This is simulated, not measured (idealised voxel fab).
Process module heading - voxel self aligned vias
Cross-sectional view cut (width: 190 nm; square cell size: 5 nm).
Cross-section spec: square-cell grid; bands listed top down; each band is one or more rows. Band: top and bottom heights (nm) first, top before bottom; then materials from left to right, widths in nm. "all across" marks a sole material filling the band edge to edge. "empty" denotes empty space. Convention: height 0 is the level below which the wafer, as received, is all one material. The lowest band does not terminate at the bottom but continues downward, represented as "0 -> down". You'd read "30..40" like this: the band's top row of cells is as wide as the first number, its bottom row is as wide as the second, and going down, every row changes width by the same amount as the row before did. "everything unchanged" means the step left every cell of the cross-section as it was. Reported under the label "Closed void catalog" are the empty spaces having no open way to the top and comprising 8 cells or more; the notation for each is width x height at distance, in which the distance is measured from the left edge and all three values are in nm. It should be noted that, on the line of a given step, the content following the step's settings is a remark produced by the simulator itself with respect to that step. overlay nm: step with mask; distance mask lay right of planned place; negative value = left of planned place.
SET OUT BELOW ARE THE PLANNED STEPS OF THE PROCESS
- 1: RECEIVE | material Si
- 2: CONFORMAL_DEP | material SiO2 | thk nm 15
- 3: CONFORMAL_DEP | material SiCN | thk nm 5
- 4: DIRECTIONAL_DEP | material lowk | thk nm 25
- 5: PATTERN | tone open | mask id LINES | material resist | width nm 30 | pitch nm 60 | thk nm 20 | overlay nm 0
- 6: DIRECTIONAL_ETCH | etch materials lowk | depth nm 25
- 7: STRIP | etch materials resist
- 8: CONFORMAL_DEP | material TiN | thk nm 5
- 9: FILL_DEP | material Ru | thk nm 10
- 10: CMP | height nm 45
- 11: SELECTIVE_ETCH | etch materials W Ru TiN | depth nm 10
- 12: FILL_DEP | material SiN | thk nm 5
- 13: CMP | height nm 45
- 14: DIRECTIONAL_DEP | material lowk | thk nm 20
- 15: PATTERN | tone open | mask id VIAS | material resist | width nm 40 | pitch nm 60 | thk nm 20 | overlay nm 0
- 16: DIRECTIONAL_ETCH | etch materials lowk | depth nm 20
- 17: DIRECTIONAL_ETCH | etch materials SiN | depth nm 10
- 18: STRIP | etch materials resist
- 19: CONFORMAL_DEP | material TiN | thk nm 5
- 20: FILL_DEP | material Cu | thk nm 10
- 21: CMP | height nm 65
- 22: CONFORMAL_DEP | material SiN | thk nm 5
THIS IS THE CROSS-SECTION OF THE WAFER AS WE RECEIVED IT, I.E. AFTER STEP 1
	0 -> down  Si all across
	Closed void catalog: none
THIS IS HOW THE WAFER LOOKS IN CROSS-SECTION ONCE THE MODULE IS DONE, GIVEN THE STARTING STATE AND PLAN ABOVE AND ONE MISTAKE IN CARRYING THE PLAN OUT
	65 -> 60  SiN all across
	60 -> 50  lowk 15; TiN 5; Cu 30; TiN 5; lowk 20; TiN 5; Cu 30; TiN 5; lowk 20; TiN 5; Cu 30; TiN 5; lowk 15
	50 -> 40  lowk 15..20; TiN 10..5; Cu 20; TiN 10..5; lowk 20..30; TiN 10..5; Cu 20; TiN 10..5; lowk 20..30; TiN 10..5; Cu 20; TiN 10..5; lowk 15..20
	40 -> 35  lowk 20; TiN 30; lowk 30; TiN 30; lowk 30; TiN 30; lowk 20
	35 -> 25  lowk 20; TiN 5; Ru 20; TiN 5; lowk 30; TiN 5; Ru 20; TiN 5; lowk 30; TiN 5; Ru 20; TiN 5; lowk 20
	25 -> 20  lowk 20; TiN 30; lowk 30; TiN 30; lowk 30; TiN 30; lowk 20
	20 -> 15  SiCN all across
	15 -> 0  SiO2 all across
	0 -> down  Si all across
	Closed void catalog: none
Run error: heads up, step 21 didn't go per plan, it actually ran as CMP | height nm 60
